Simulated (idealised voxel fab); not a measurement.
Name of the process module below: voxel wiring stack
For reference, the cross-section in this document is cut, with width 250 nm and square cells of 5 nm.
For the purposes of this document, a cross-section shall be understood as a grid of square cells, specified as bands listed in top-to-bottom order, each band consisting of one or more rows of cells.
Band entry format. Leading values: height of top, height of bottom, nm. Remainder: materials in left-to-right order, each with its width in nm. Special words: "edge to edge" on a single material, which then fills the band edge to edge; "air", empty space.
Heights from 0 (as-received wafer is one material below). Bottom band endless downward, as "0 and below".
Width: "30->40" (first number = top row, second number = bottom row, same change from row to row of cells).
"nothing was modified" -> step changed no cross-section cell.
Heads up: "Closed void register" only lists the empty pockets with no open path to the top that are 8 cells or more, and it writes them as width x height at distance, distance from the left edge, in nm.
Text after the settings on a step's line: the simulator's own remark on that step.
The line of a step may include "overlay nm". On a step with a mask, this value is how far to the right of its planned place the mask lay. A negative value means the mask lay to the left.
Each pair of cross-sections that follows straddles one process step: the one shows the state before the step, the other the state after it, down to the lowest band that changed and no further. The step in question, and its settings, are given under the pair. Note that a pair is not necessarily a continuation of the pair above it, since pairs can come from different runs of this module on the same starting wafer; it is a continuation only where its entry headed "Incoming structure" says so.
Incoming structure
65 down to 45: 50 of lowk  15 of air  45 of lowk  15 of air  45 of lowk  15 of air  65 of lowk
45 down to 40: 50 of SiCN  15 of air  45 of SiCN  15 of air  45 of SiCN  15 of air  65 of SiCN
40 down to 35: 50 of lowk  5 of TiN  20 of Cu  5 of TiN  30 of lowk  5 of TiN  20 of Cu  5 of TiN  30 of lowk  5 of TiN  20 of Cu  5 of TiN  50 of lowk
35 down to 30: 50 of SiN  30 of TiN  30 of SiN  30 of TiN  30 of SiN  30 of TiN  50 of SiN
30 down to 0: SiO2 edge to edge
0 and below: Si edge to edge
Closed void register: none
Post-Step Cross-Section
70 down to 65: 55 of TiN  5 of air  55 of TiN  5 of air  55 of TiN  5 of air  70 of TiN
65 down to 45: 50 of lowk  5 of TiN  5 of air  5 of TiN  45 of lowk  5 of TiN  5 of air  5 of TiN  45 of lowk  5 of TiN  5 of air  5 of TiN  65 of lowk
45 down to 40: 50 of SiCN  15 of TiN  45 of SiCN  15 of TiN  45 of SiCN  15 of TiN  65 of SiCN
Below 40, the layers are the same as they were.
Closed void register: none
What step was run between the cross-section before it and the cross-section after it, both above? CONFORMAL_DEP, material TiN, thk nm 5
Incoming structure: we pick up right where the pair above leaves off, with its after cross-section.
Post-Step Cross-Section
75 down to 70: Ru edge to edge
70 down to 65: 55 of TiN  5 of Ru  55 of TiN  5 of Ru  55 of TiN  5 of Ru  70 of TiN
65 down to 45: 50 of lowk  5 of TiN  5 of Ru  5 of TiN  45 of lowk  5 of TiN  5 of Ru  5 of TiN  45 of lowk  5 of TiN  5 of Ru  5 of TiN  65 of lowk
Below 45, the layers are the same as they were.
Closed void register: none
What step was run between the cross-section before it and the cross-section after it, both above? FILL_DEP, material Ru, thk nm 5
Incoming structure: we pick up right where the pair above leaves off, with its after cross-section.
Post-Step Cross-Section
65 down to 45: 50 of lowk  5 of TiN  5 of Ru  5 of TiN  45 of lowk  5 of TiN  5 of Ru  5 of TiN  45 of lowk  5 of TiN  5 of Ru  5 of TiN  65 of lowk
Below 45, the layers are the same as they were.
Closed void register: none
What step was run between the cross-section before it and the cross-section after it, both above? CMP, height nm 65
Incoming structure: we pick up right where the pair above leaves off, with its after cross-section.
Post-Step Cross-Section
70 down to 65: SiN edge to edge
Below 65, the layers are the same as they were.
Closed void register: none
What step was run between the cross-section before it and the cross-section after it, both above? CONFORMAL_DEP, material SiN, thk nm 5
Incoming structure: we pick up right where the pair above leaves off, with its after cross-section.
Post-Step Cross-Section
85 down to 70: SiO2 edge to edge
Below 70, the layers are the same as they were.
Closed void register: none
What step was run between the cross-section before it and the cross-section after it, both above? DIRECTIONAL_DEP, material SiO2, thk nm 15
Incoming structure: we pick up right where the pair above leaves off, with its after cross-section.
Post-Step Cross-Section
100 down to 85: aC edge to edge
Below 85, the layers are the same as they were.
Closed void register: none
What step was run between the cross-section before it and the cross-section after it, both above? DIRECTIONAL_DEP, material aC, thk nm 15
Incoming structure: we pick up right where the pair above leaves off, with its after cross-section.
Post-Step Cross-Section
135 down to 100: 50 of resist  30 of air  30 of resist  30 of air  30 of resist  30 of air  50 of resist
Below 100, the layers are the same as they were.
Closed void register: none
What step was run between the cross-section before it and the cross-section after it, both above? PATTERN, tone open, mask id METAL_2, material resist, width nm 30, pitch nm 60, thk nm 35, overlay nm 0
Incoming structure: we pick up right where the pair above leaves off, with its after cross-section.
Post-Step Cross-Section
120 down to 100: 50 of resist  30 of air  30 of resist  30 of air  30 of resist  30 of air  50 of resist
100 down to 85: 50 of aC  30 of air  30 of aC  30 of air  30 of aC  30 of air  50 of aC
Below 85, the layers are the same as they were.
Closed void register: none
What step was run between the cross-section before it and the cross-section after it, both above? DIRECTIONAL_ETCH, etch materials aC, depth nm 15
Incoming structure: we pick up right where the pair above leaves off, with its after cross-section.
Post-Step Cross-Section
100 down to 85: 50 of aC  30 of air  30 of aC  30 of air  30 of aC  30 of air  50 of aC
Below 85, the layers are the same as they were.
Closed void register: none
What step was run between the cross-section before it and the cross-section after it, both above? STRIP, etch materials resist
Incoming structure: we pick up right where the pair above leaves off, with its after cross-section.
Post-Step Cross-Section
100 down to 85: 50 of aC  30 of air  30 of aC  30 of air  30 of aC  30 of air  50 of aC
85 down to 70: 50 of SiO2  30 of air  30 of SiO2  30 of air  30 of SiO2  30 of air  50 of SiO2
Below 70, the layers are the same as they were.
Closed void register: none
What step was run between the cross-section before it and the cross-section after it, both above? DIRECTIONAL_ETCH, etch materials SiO2, depth nm 15
Incoming structure: we pick up right where the pair above leaves off, with its after cross-section.
Post-Step Cross-Section
100 down to 85: 50 of aC  30 of air  30 of aC  30 of air  30 of aC  30 of air  50 of aC
85 down to 70: 50 of SiO2  30 of air  30 of SiO2  30 of air  30 of SiO2  30 of air  50 of SiO2
70 down to 65: 50 of SiN  30 of air  30 of SiN  30 of air  30 of SiN  30 of air  50 of SiN
Below 65, the layers are the same as they were.
Closed void register: none
What step was run between the cross-section before it and the cross-section after it, both above? DIRECTIONAL_ETCH, etch materials SiN, depth nm 5
Incoming structure: we pick up right where the pair above leaves off, with its after cross-section.
Post-Step Cross-Section
85 down to 70: 50 of SiO2  30 of air  30 of SiO2  30 of air  30 of SiO2  30 of air  50 of SiO2
Below 70, the layers are the same as they were.
Closed void register: none
What step was run between the cross-section before it and the cross-section after it, both above? STRIP, etch materials aC
Incoming structure: we pick up right where the pair above leaves off, with its after cross-section.
Post-Step Cross-Section
90 down to 85: 55 of TiN  20 of air  40 of TiN  20 of air  40 of TiN  20 of air  55 of TiN
85 down to 70: 50 of SiO2  5 of TiN  20 of air  5 of TiN  30 of SiO2  5 of TiN  20 of air  5 of TiN  30 of SiO2  5 of TiN  20 of air  5 of TiN  50 of SiO2
70 down to 65: 50 of SiN  30 of TiN  30 of SiN  30 of TiN  30 of SiN  30 of TiN  50 of SiN
Below 65, the layers are the same as they were.
Closed void register: none
What step was run between the cross-section before it and the cross-section after it, both above? CONFORMAL_DEP, material TiN, thk nm 5
Incoming structure: we pick up right where the pair above leaves off, with its after cross-section.
Post-Step Cross-Section
95 down to 90: Cu edge to edge
90 down to 85: 55 of TiN  20 of Cu  40 of TiN  20 of Cu  40 of TiN  20 of Cu  55 of TiN
85 down to 70: 50 of SiO2  5 of TiN  20 of Cu  5 of TiN  30 of SiO2  5 of TiN  20 of Cu  5 of TiN  30 of SiO2  5 of TiN  20 of Cu  5 of TiN  50 of SiO2
Below 70, the layers are the same as they were.
Closed void register: none
What step was run between the cross-section before it and the cross-section after it, both above? FILL_DEP, material Cu, thk nm 5
Incoming structure: we pick up right where the pair above leaves off, with its after cross-section.
Post-Step Cross-Section
85 down to 70: 50 of SiO2  5 of TiN  20 of Cu  5 of TiN  30 of SiO2  5 of TiN  20 of Cu  5 of TiN  30 of SiO2  5 of TiN  20 of Cu  5 of TiN  50 of SiO2
Below 70, the layers are the same as they were.
Closed void register: none
What step was run between the cross-section before it and the cross-section after it, both above? CMP, height nm 85
Incoming structure: we pick up right where the pair above leaves off, with its after cross-section.
Post-Step Cross-Section
90 down to 85: SiN edge to edge
Below 85, the layers are the same as they were.
Closed void register: none
What step was run between the cross-section before it and the cross-section after it, both above? CONFORMAL_DEP, material SiN, thk nm 5
Incoming structure
0 and below: Si edge to edge
Closed void register: none
Post-Step Cross-Section
5 down to 0: SiN edge to edge
Below 0, the layers are the same as they were.
Closed void register: none
What step was run between the cross-section before it and the cross-section after it, both above? CONFORMAL_DEP, material SiN, thk nm 5
Incoming structure: we pick up right where the pair above leaves off, with its after cross-section.
Post-Step Cross-Section
20 down to 5: SiO2 edge to edge
Below 5, the layers are the same as they were.
Closed void register: none
What step was run between the cross-section before it and the cross-section after it, both above? CONFORMAL_DEP, material SiO2, thk nm 15
Incoming structure: we pick up right where the pair above leaves off, with its after cross-section.
Post-Step Cross-Section
40 down to 20: lowk edge to edge
Below 20, the layers are the same as they were.
Closed void register: none
What step was run between the cross-section before it and the cross-section after it, both above? DIRECTIONAL_DEP, material lowk, thk nm 20
Incoming structure: we pick up right where the pair above leaves off, with its after cross-section.
Post-Step Cross-Section
40 down to 20: 50 of lowk  30 of air  30 of lowk  30 of air  30 of lowk  30 of air  50 of lowk
Below 20, the layers are the same as they were.
Closed void register: none
What step was run between the cross-section before it and the cross-section after it, both above? MASKED_ETCH, tone open, mask id METAL_1, width nm 30, pitch nm 60, etch materials lowk, depth nm 20, overlay nm 0
Incoming structure: we pick up right where the pair above leaves off, with its after cross-section.
Post-Step Cross-Section
45 down to 40: 55 of TiN  20 of air  40 of TiN  20 of air  40 of TiN  20 of air  55 of TiN
40 down to 25: 50 of lowk  5 of TiN  20 of air  5 of TiN  30 of lowk  5 of TiN  20 of air  5 of TiN  30 of lowk  5 of TiN  20 of air  5 of TiN  50 of lowk
25 down to 20: 50 of lowk  30 of TiN  30 of lowk  30 of TiN  30 of lowk  30 of TiN  50 of lowk
Below 20, the layers are the same as they were.
Closed void register: none
What step was run between the cross-section before it and the cross-section after it, both above? CONFORMAL_DEP, material TiN, thk nm 5
Incoming structure: we pick up right where the pair above leaves off, with its after cross-section.
Post-Step Cross-Section
55 down to 45: Cu edge to edge
45 down to 40: 55 of TiN  20 of Cu  40 of TiN  20 of Cu  40 of TiN  20 of Cu  55 of TiN
40 down to 25: 50 of lowk  5 of TiN  20 of Cu  5 of TiN  30 of lowk  5 of TiN  20 of Cu  5 of TiN  30 of lowk  5 of TiN  20 of Cu  5 of TiN  50 of lowk
Below 25, the layers are the same as they were.
Closed void register: none
What step was run between the cross-section before it and the cross-section after it, both above? FILL_DEP, material Cu, thk nm 10
Incoming structure: we pick up right where the pair above leaves off, with its after cross-section.
Post-Step Cross-Section
40 down to 25: 50 of lowk  5 of TiN  20 of Cu  5 of TiN  30 of lowk  5 of TiN  20 of Cu  5 of TiN  30 of lowk  5 of TiN  20 of Cu  5 of TiN  50 of lowk
Below 25, the layers are the same as they were.
Closed void register: none
What step was run between the cross-section before it and the cross-section after it, both above? CMP, height nm 40
Incoming structure: we pick up right where the pair above leaves off, with its after cross-section.
Post-Step Cross-Section
45 down to 40: SiCN edge to edge
Below 40, the layers are the same as they were.
Closed void register: none
What step was run between the cross-section before it and the cross-section after it, both above? CONFORMAL_DEP, material SiCN, thk nm 5
Incoming structure: we pick up right where the pair above leaves off, with its after cross-section.
Post-Step Cross-Section
65 down to 45: lowk edge to edge
Below 45, the layers are the same as they were.
Closed void register: none
What step was run between the cross-section before it and the cross-section after it, both above? DIRECTIONAL_DEP, material lowk, thk nm 20
Incoming structure: we pick up right where the pair above leaves off, with its after cross-section.
Post-Step Cross-Section
80 down to 65: 50 of resist  15 of air  45 of resist  15 of air  45 of resist  15 of air  65 of resist
Below 65, the layers are the same as they were.
Closed void register: none
What step was run between the cross-section before it and the cross-section after it, both above? PATTERN, tone open, mask id PLUG_1, material resist, width nm 15, pitch nm 60, thk nm 15, overlay nm 0
Incoming structure: we pick up right where the pair above leaves off, with its after cross-section.
Post-Step Cross-Section
80 down to 65: 50 of resist  15 of air  45 of resist  15 of air  45 of resist  15 of air  65 of resist
65 down to 45: 50 of lowk  15 of air  45 of lowk  15 of air  45 of lowk  15 of air  65 of lowk
Below 45, the layers are the same as they were.
Closed void register: none
What step was run between the cross-section before it and the cross-section after it, both above? DIRECTIONAL_ETCH, etch materials lowk, depth nm 20
Incoming structure: we pick up right where the pair above leaves off, with its after cross-section.
Post-Step Cross-Section
80 down to 65: 50 of resist  15 of air  45 of resist  15 of air  45 of resist  15 of air  65 of resist
65 down to 45: 50 of lowk  15 of air  45 of lowk  15 of air  45 of lowk  15 of air  65 of lowk
45 down to 40: 50 of SiCN  15 of air  45 of SiCN  15 of air  45 of SiCN  15 of air  65 of SiCN
Below 40, the layers are the same as they were.
Closed void register: none
What step was run between the cross-section before it and the cross-section after it, both above? DIRECTIONAL_ETCH, etch materials SiCN, depth nm 5
Incoming structure: we pick up right where the pair above leaves off, with its after cross-section.
Post-Step Cross-Section
65 down to 45: 50 of lowk  15 of air  45 of lowk  15 of air  45 of lowk  15 of air  65 of lowk
Below 45, the layers are the same as they were.
Closed void register: none
What step was run between the cross-section before it and the cross-section after it, both above? STRIP, etch materials resist
Incoming structure: we pick up right where the pair above leaves off, with its after cross-section.
Post-Step Cross-Section
70 down to 65: 55 of TiN  5 of air  55 of TiN  5 of air  55 of TiN  5 of air  70 of TiN
65 down to 45: 50 of lowk  5 of TiN  5 of air  5 of TiN  45 of lowk  5 of TiN  5 of air  5 of TiN  45 of lowk  5 of TiN  5 of air  5 of TiN  65 of lowk
45 down to 40: 50 of SiCN  15 of TiN  45 of SiCN  15 of TiN  45 of SiCN  15 of TiN  65 of SiCN
Below 40, the layers are the same as they were.
Closed void register: none
What step was run between the cross-section before it and the cross-section after it, both above? CONFORMAL_DEP, material TiN, thk nm 5
Incoming structure: we pick up right where the pair above leaves off, with its after cross-section.
Post-Step Cross-Section
75 down to 70: Ru edge to edge
70 down to 65: 55 of TiN  5 of Ru  55 of TiN  5 of Ru  55 of TiN  5 of Ru  70 of TiN
65 down to 45: 50 of lowk  5 of TiN  5 of Ru  5 of TiN  45 of lowk  5 of TiN  5 of Ru  5 of TiN  45 of lowk  5 of TiN  5 of Ru  5 of TiN  65 of lowk
Below 45, the layers are the same as they were.
Closed void register: none
What step was run between the cross-section before it and the cross-section after it, both above? FILL_DEP, material Ru, thk nm 5
Incoming structure: we pick up right where the pair above leaves off, with its after cross-section.
Post-Step Cross-Section
65 down to 45: 50 of lowk  5 of TiN  5 of Ru  5 of TiN  45 of lowk  5 of TiN  5 of Ru  5 of TiN  45 of lowk  5 of TiN  5 of Ru  5 of TiN  65 of lowk
Below 45, the layers are the same as they were.
Closed void register: none
What step was run between the cross-section before it and the cross-section after it, both above? CMP, height nm 65
Incoming structure: we pick up right where the pair above leaves off, with its after cross-section.
Post-Step Cross-Section
70 down to 65: SiN edge to edge
Below 65, the layers are the same as they were.
Closed void register: none
What step was run between the cross-section before it and the cross-section after it, both above? CONFORMAL_DEP, material SiN, thk nm 5
Incoming structure: we pick up right where the pair above leaves off, with its after cross-section.
Post-Step Cross-Section
85 down to 70: SiO2 edge to edge
Below 70, the layers are the same as they were.
Closed void register: none
What step was run between the cross-section before it and the cross-section after it, both above? DIRECTIONAL_DEP, material SiO2, thk nm 15
Incoming structure: we pick up right where the pair above leaves off, with its after cross-section.
Post-Step Cross-Section
100 down to 85: aC edge to edge
Below 85, the layers are the same as they were.
Closed void register: none
What step was run between the cross-section before it and the cross-section after it, both above? DIRECTIONAL_DEP, material aC, thk nm 15
Incoming structure: we pick up right where the pair above leaves off, with its after cross-section.
Post-Step Cross-Section
135 down to 100: 50 of resist  30 of air  30 of resist  30 of air  30 of resist  30 of air  50 of resist
Below 100, the layers are the same as they were.
Closed void register: none
What step was run between the cross-section before it and the cross-section after it, both above? PATTERN, tone open, mask id METAL_2, material resist, width nm 30, pitch nm 60, thk nm 35, overlay nm 0
Incoming structure: we pick up right where the pair above leaves off, with its after cross-section.
Post-Step Cross-Section
120 down to 100: 50 of resist  30 of air  30 of resist  30 of air  30 of resist  30 of air  50 of resist
100 down to 85: 50 of aC  30 of air  30 of aC  30 of air  30 of aC  30 of air  50 of aC
Below 85, the layers are the same as they were.
Closed void register: none
What step was run between the cross-section before it and the cross-section after it, both above? DIRECTIONAL_ETCH, etch materials aC, depth nm 15
Incoming structure: we pick up right where the pair above leaves off, with its after cross-section.
Post-Step Cross-Section
100 down to 85: 50 of aC  30 of air  30 of aC  30 of air  30 of aC  30 of air  50 of aC
Below 85, the layers are the same as they were.
Closed void register: none
What step was run between the cross-section before it and the cross-section after it, both above? STRIP, etch materials resist
Incoming structure: we pick up right where the pair above leaves off, with its after cross-section.
Post-Step Cross-Section
100 down to 85: 50 of aC  30 of air  30 of aC  30 of air  30 of aC  30 of air  50 of aC
85 down to 70: 50 of SiO2  30 of air  30 of SiO2  30 of air  30 of SiO2  30 of air  50 of SiO2
Below 70, the layers are the same as they were.
Closed void register: none
What step was run between the cross-section before it and the cross-section after it, both above? DIRECTIONAL_ETCH, etch materials SiO2, depth nm 15
Incoming structure: we pick up right where the pair above leaves off, with its after cross-section.
Post-Step Cross-Section
100 down to 85: 50 of aC  30 of air  30 of aC  30 of air  30 of aC  30 of air  50 of aC
85 down to 70: 50 of SiO2  30 of air  30 of SiO2  30 of air  30 of SiO2  30 of air  50 of SiO2
70 down to 65: 50 of SiN  30 of air  30 of SiN  30 of air  30 of SiN  30 of air  50 of SiN
Below 65, the layers are the same as they were.
Closed void register: none
What step was run between the cross-section before it and the cross-section after it, both above? DIRECTIONAL_ETCH, etch materials SiN, depth nm 5
Incoming structure: we pick up right where the pair above leaves off, with its after cross-section.
Post-Step Cross-Section
85 down to 70: 50 of SiO2  30 of air  30 of SiO2  30 of air  30 of SiO2  30 of air  50 of SiO2
Below 70, the layers are the same as they were.
Closed void register: none
What step was run between the cross-section before it and the cross-section after it, both above? STRIP, etch materials aC
Incoming structure: we pick up right where the pair above leaves off, with its after cross-section.
Post-Step Cross-Section
90 down to 85: 55 of TiN  20 of air  40 of TiN  20 of air  40 of TiN  20 of air  55 of TiN
85 down to 70: 50 of SiO2  5 of TiN  20 of air  5 of TiN  30 of SiO2  5 of TiN  20 of air  5 of TiN  30 of SiO2  5 of TiN  20 of air  5 of TiN  50 of SiO2
70 down to 65: 50 of SiN  30 of TiN  30 of SiN  30 of TiN  30 of SiN  30 of TiN  50 of SiN
Below 65, the layers are the same as they were.
Closed void register: none
What step was run between the cross-section before it and the cross-section after it, both above? CONFORMAL_DEP, material TiN, thk nm 5
Incoming structure: we pick up right where the pair above leaves off, with its after cross-section.
Post-Step Cross-Section
95 down to 90: Cu edge to edge
90 down to 85: 55 of TiN  20 of Cu  40 of TiN  20 of Cu  40 of TiN  20 of Cu  55 of TiN
85 down to 70: 50 of SiO2  5 of TiN  20 of Cu  5 of TiN  30 of SiO2  5 of TiN  20 of Cu  5 of TiN  30 of SiO2  5 of TiN  20 of Cu  5 of TiN  50 of SiO2
Below 70, the layers are the same as they were.
Closed void register: none
What step was run between the cross-section before it and the cross-section after it, both above? FILL_DEP, material Cu, thk nm 5
Incoming structure: we pick up right where the pair above leaves off, with its after cross-section.
Post-Step Cross-Section
85 down to 70: 50 of SiO2  5 of TiN  20 of Cu  5 of TiN  30 of SiO2  5 of TiN  20 of Cu  5 of TiN  30 of SiO2  5 of TiN  20 of Cu  5 of TiN  50 of SiO2
Below 70, the layers are the same as they were.
Closed void register: none
What step was run between the cross-section before it and the cross-section after it, both above? CMP, height nm 85
Incoming structure: we pick up right where the pair above leaves off, with its after cross-section.
Post-Step Cross-Section
90 down to 85: SiN edge to edge
Below 85, the layers are the same as they were.
Closed void register: none
What step was run between the cross-section before it and the cross-section after it, both above? CONFORMAL_DEP, material SiN, thk nm 5
Incoming structure
0 and below: Si edge to edge
Closed void register: none
Post-Step Cross-Section
10 down to 0: SiO2 edge to edge
Below 0, the layers are the same as they were.
Closed void register: none
What step was run between the cross-section before it and the cross-section after it, both above? CONFORMAL_DEP, material SiO2, thk nm 10
Incoming structure: we pick up right where the pair above leaves off, with its after cross-section.
Post-Step Cross-Section
15 down to 10: SiN edge to edge
Below 10, the layers are the same as they were.
Closed void register: none
What step was run between the cross-section before it and the cross-section after it, both above? CONFORMAL_DEP, material SiN, thk nm 5
Incoming structure: we pick up right where the pair above leaves off, with its after cross-section.
Post-Step Cross-Section
35 down to 15: lowk edge to edge
Below 15, the layers are the same as they were.
Closed void register: none
What step was run between the cross-section before it and the cross-section after it, both above? DIRECTIONAL_DEP, material lowk, thk nm 20
Incoming structure: we pick up right where the pair above leaves off, with its after cross-section.
Post-Step Cross-Section
35 down to 15: 50 of lowk  30 of air  30 of lowk  30 of air  30 of lowk  30 of air  50 of lowk
Below 15, the layers are the same as they were.
Closed void register: none
What step was run between the cross-section before it and the cross-section after it, both above? MASKED_ETCH, tone open, mask id METAL_1, width nm 30, pitch nm 60, etch materials lowk, depth nm 20, overlay nm 0
Incoming structure: we pick up right where the pair above leaves off, with its after cross-section.
Post-Step Cross-Section
35 down to 15: 50 of lowk  30 of air  30 of lowk  30 of air  30 of lowk  30 of air  50 of lowk
15 down to 10: 50 of SiN  30 of air  30 of SiN  30 of air  30 of SiN  30 of air  50 of SiN
Below 10, the layers are the same as they were.
Closed void register: none
What step was run between the cross-section before it and the cross-section after it, both above? MASKED_ETCH, tone open, mask id METAL_1, width nm 30, pitch nm 60, etch materials SiN, depth nm 5, overlay nm 0
Incoming structure: we pick up right where the pair above leaves off, with its after cross-section.
Post-Step Cross-Section
40 down to 35: 55 of TiN  20 of air  40 of TiN  20 of air  40 of TiN  20 of air  55 of TiN
35 down to 15: 50 of lowk  5 of TiN  20 of air  5 of TiN  30 of lowk  5 of TiN  20 of air  5 of TiN  30 of lowk  5 of TiN  20 of air  5 of TiN  50 of lowk
15 down to 10: 50 of SiN  30 of TiN  30 of SiN  30 of TiN  30 of SiN  30 of TiN  50 of SiN
Below 10, the layers are the same as they were.
Closed void register: none
What step was run between the cross-section before it and the cross-section after it, both above? CONFORMAL_DEP, material TiN, thk nm 5
Incoming structure: we pick up right where the pair above leaves off, with its after cross-section.
Post-Step Cross-Section
50 down to 40: Cu edge to edge
40 down to 35: 55 of TiN  20 of Cu  40 of TiN  20 of Cu  40 of TiN  20 of Cu  55 of TiN
35 down to 15: 50 of lowk  5 of TiN  20 of Cu  5 of TiN  30 of lowk  5 of TiN  20 of Cu  5 of TiN  30 of lowk  5 of TiN  20 of Cu  5 of TiN  50 of lowk
Below 15, the layers are the same as they were.
Closed void register: none
What step was run between the cross-section before it and the cross-section after it, both above? FILL_DEP, material Cu, thk nm 10
Incoming structure: we pick up right where the pair above leaves off, with its after cross-section.
Post-Step Cross-Section
40 down to 35: 55 of TiN  20 of Cu  40 of TiN  20 of Cu  40 of TiN  20 of Cu  55 of TiN
Below 35, the layers are the same as they were.
Closed void register: none
What step was run between the cross-section before it and the cross-section after it, both above? CMP, height nm 40
Incoming structure: we pick up right where the pair above leaves off, with its after cross-section.
Post-Step Cross-Section
45 down to 40: SiCN edge to edge
Below 40, the layers are the same as they were.
Closed void register: none
What step was run between the cross-section before it and the cross-section after it, both above? CONFORMAL_DEP, material SiCN, thk nm 5
Incoming structure: we pick up right where the pair above leaves off, with its after cross-section.
Post-Step Cross-Section
65 down to 45: lowk edge to edge
Below 45, the layers are the same as they were.
Closed void register: none
What step was run between the cross-section before it and the cross-section after it, both above? DIRECTIONAL_DEP, material lowk, thk nm 20
Incoming structure: we pick up right where the pair above leaves off, with its after cross-section.
Post-Step Cross-Section
80 down to 65: 50 of resist  15 of air  45 of resist  15 of air  45 of resist  15 of air  65 of resist
Below 65, the layers are the same as they were.
Closed void register: none
What step was run between the cross-section before it and the cross-section after it, both above? PATTERN, tone open, mask id PLUG_1, material resist, width nm 15, pitch nm 60, thk nm 15, overlay nm 0
Incoming structure: we pick up right where the pair above leaves off, with its after cross-section.
Post-Step Cross-Section
80 down to 65: 50 of resist  15 of air  45 of resist  15 of air  45 of resist  15 of air  65 of resist
65 down to 45: 50 of lowk  15 of air  45 of lowk  15 of air  45 of lowk  15 of air  65 of lowk
Below 45, the layers are the same as they were.
Closed void register: none
What step was run between the cross-section before it and the cross-section after it, both above? DIRECTIONAL_ETCH, etch materials lowk, depth nm 20
Incoming structure: we pick up right where the pair above leaves off, with its after cross-section.
Post-Step Cross-Section
80 down to 65: 50 of resist  15 of air  45 of resist  15 of air  45 of resist  15 of air  65 of resist
65 down to 45: 50 of lowk  15 of air  45 of lowk  15 of air  45 of lowk  15 of air  65 of lowk
45 down to 40: 50 of SiCN  15 of air  45 of SiCN  15 of air  45 of SiCN  15 of air  65 of SiCN
Below 40, the layers are the same as they were.
Closed void register: none
What step was run between the cross-section before it and the cross-section after it, both above? DIRECTIONAL_ETCH, etch materials SiCN, depth nm 5
Incoming structure: we pick up right where the pair above leaves off, with its after cross-section.
Post-Step Cross-Section
65 down to 45: 50 of lowk  15 of air  45 of lowk  15 of air  45 of lowk  15 of air  65 of lowk
Below 45, the layers are the same as they were.
Closed void register: none
What step was run between the cross-section before it and the cross-section after it, both above? STRIP, etch materials resist
Incoming structure: we pick up right where the pair above leaves off, with its after cross-section.
Post-Step Cross-Section
70 down to 65: 55 of TiN  5 of air  55 of TiN  5 of air  55 of TiN  5 of air  70 of TiN
65 down to 45: 50 of lowk  5 of TiN  5 of air  5 of TiN  45 of lowk  5 of TiN  5 of air  5 of TiN  45 of lowk  5 of TiN  5 of air  5 of TiN  65 of lowk
45 down to 40: 50 of SiCN  15 of TiN  45 of SiCN  15 of TiN  45 of SiCN  15 of TiN  65 of SiCN
Below 40, the layers are the same as they were.
Closed void register: none
What step was run between the cross-section before it and the cross-section after it, both above? CONFORMAL_DEP, material TiN, thk nm 5
Incoming structure: we pick up right where the pair above leaves off, with its after cross-section.
Post-Step Cross-Section
75 down to 70: Ru edge to edge
70 down to 65: 55 of TiN  5 of Ru  55 of TiN  5 of Ru  55 of TiN  5 of Ru  70 of TiN
65 down to 45: 50 of lowk  5 of TiN  5 of Ru  5 of TiN  45 of lowk  5 of TiN  5 of Ru  5 of TiN  45 of lowk  5 of TiN  5 of Ru  5 of TiN  65 of lowk
Below 45, the layers are the same as they were.
Closed void register: none
What step was run between the cross-section before it and the cross-section after it, both above? FILL_DEP, material Ru, thk nm 5
Incoming structure: we pick up right where the pair above leaves off, with its after cross-section.
Post-Step Cross-Section
65 down to 45: 50 of lowk  5 of TiN  5 of Ru  5 of TiN  45 of lowk  5 of TiN  5 of Ru  5 of TiN  45 of lowk  5 of TiN  5 of Ru  5 of TiN  65 of lowk
Below 45, the layers are the same as they were.
Closed void register: none
What step was run between the cross-section before it and the cross-section after it, both above? CMP, height nm 65
Incoming structure: we pick up right where the pair above leaves off, with its after cross-section.
Post-Step Cross-Section
70 down to 65: SiN edge to edge
Below 65, the layers are the same as they were.
Closed void register: none
What step was run between the cross-section before it and the cross-section after it, both above? CONFORMAL_DEP, material SiN, thk nm 5
Incoming structure: we pick up right where the pair above leaves off, with its after cross-section.
Post-Step Cross-Section
85 down to 70: SiO2 edge to edge
Below 70, the layers are the same as they were.
Closed void register: none
What step was run between the cross-section before it and the cross-section after it, both above? DIRECTIONAL_DEP, material SiO2, thk nm 15
Incoming structure: we pick up right where the pair above leaves off, with its after cross-section.
Post-Step Cross-Section
100 down to 85: aC edge to edge
Below 85, the layers are the same as they were.
Closed void register: none
What step was run between the cross-section before it and the cross-section after it, both above? DIRECTIONAL_DEP, material aC, thk nm 15
Incoming structure: we pick up right where the pair above leaves off, with its after cross-section.
Post-Step Cross-Section
135 down to 100: 50 of resist  30 of air  30 of resist  30 of air  30 of resist  30 of air  50 of resist
Below 100, the layers are the same as they were.
Closed void register: none
What step was run between the cross-section before it and the cross-section after it, both above? PATTERN, tone open, mask id METAL_2, material resist, width nm 30, pitch nm 60, thk nm 35, overlay nm 0
Incoming structure: we pick up right where the pair above leaves off, with its after cross-section.
Post-Step Cross-Section
120 down to 100: 50 of resist  30 of air  30 of resist  30 of air  30 of resist  30 of air  50 of resist
100 down to 85: 50 of aC  30 of air  30 of aC  30 of air  30 of aC  30 of air  50 of aC
Below 85, the layers are the same as they were.
Closed void register: none
What step was run between the cross-section before it and the cross-section after it, both above? DIRECTIONAL_ETCH, etch materials aC, depth nm 15
Incoming structure: we pick up right where the pair above leaves off, with its after cross-section.
Post-Step Cross-Section
100 down to 85: 50 of aC  30 of air  30 of aC  30 of air  30 of aC  30 of air  50 of aC
Below 85, the layers are the same as they were.
Closed void register: none
What step was run between the cross-section before it and the cross-section after it, both above? STRIP, etch materials resist
Incoming structure: we pick up right where the pair above leaves off, with its after cross-section.
Post-Step Cross-Section
100 down to 85: 50 of aC  30 of air  30 of aC  30 of air  30 of aC  30 of air  50 of aC
85 down to 70: 50 of SiO2  30 of air  30 of SiO2  30 of air  30 of SiO2  30 of air  50 of SiO2
Below 70, the layers are the same as they were.
Closed void register: none
What step was run between the cross-section before it and the cross-section after it, both above? DIRECTIONAL_ETCH, etch materials SiO2, depth nm 15
Incoming structure: we pick up right where the pair above leaves off, with its after cross-section.
Post-Step Cross-Section
100 down to 85: 50 of aC  30 of air  30 of aC  30 of air  30 of aC  30 of air  50 of aC
85 down to 70: 50 of SiO2  30 of air  30 of SiO2  30 of air  30 of SiO2  30 of air  50 of SiO2
70 down to 65: 50 of SiN  30 of air  30 of SiN  30 of air  30 of SiN  30 of air  50 of SiN
Below 65, the layers are the same as they were.
Closed void register: none
What step was run between the cross-section before it and the cross-section after it, both above? DIRECTIONAL_ETCH, etch materials SiN, depth nm 5
Incoming structure: we pick up right where the pair above leaves off, with its after cross-section.
Post-Step Cross-Section
85 down to 70: 50 of SiO2  30 of air  30 of SiO2  30 of air  30 of SiO2  30 of air  50 of SiO2
Below 70, the layers are the same as they were.
Closed void register: none
What step was run between the cross-section before it and the cross-section after it, both above? STRIP, etch materials aC
